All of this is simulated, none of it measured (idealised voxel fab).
Documented hereafter: the process module known as voxel local oxidation.
The figure presents cross-section cut, which has a width of 165 nm and is divided into square cells with an edge length of 5 nm.
When this document writes out a cross-section, it uses a grid of square cells and lists it as bands, beginning at the top and moving down, with a band standing for one or more rows of cells.
Each band's line starts with the height of the band's top and of its bottom, in nm. Then come its materials from left to right, each with its width in nm. One material with "all across" fills the band from edge to edge. "blank" is empty space.
Heights are measured from 0, the level below which the as-received wafer is all one material; the lowest band has no bottom and continues downward, written as in "0 nm and below".
Read "30->40" as a graded width: first number on top, second number at the bottom, same change between each pair of neighbouring rows.
When a step is marked "no alteration", none of the cells in the cross-section changed during that step.
Empty spaces without an open route to the top, at least 8 cells in extent, make up the entry "Closed void inventory"; each is given as width x height at distance, where the distance is measured from the left edge, and all are in nm.
Whatever follows a step's settings on its line is a remark the simulator itself makes about that step.
overlay nm: mask offset rightward from planned place, masked step; negative means leftward offset.
Steps planned for the process:
1: RECEIVE, material Si
2: OXIDIZE, depth nm 5
3: CONFORMAL_DEP, material SiN, thk nm 10
4: MASKED_ETCH, tone cover, mask id ACTIVE, width nm 110, etch materials SiN, depth nm 10, overlay nm 0
5: SELECTIVE_ETCH, etch materials SiO2, depth nm 5
6: OXIDIZE, depth nm 15
7: STRIP, etch materials SiN
The cross-section here shows the wafer as received, i.e. in its state after step 1:
- 0 nm and below  Si all across
- Closed void inventory: none
Same starting wafer, same plan as above, one mistake in the execution; this is the cross-section at the end of the module:
- 0 nm to -5 nm  blank=35; SiO2=95; blank=35
- -5 nm to -20 nm  SiO2=50; Si=65; SiO2=50
- -20 nm and below  Si all across
- Closed void inventory: none
Deviation noted in wafer processing: step 4 ran differently from the plan; actual operation with settings: MASKED_ETCH, tone cover, mask id ACTIVE, width nm 105, etch materials SiN, depth nm 10, overlay nm 0
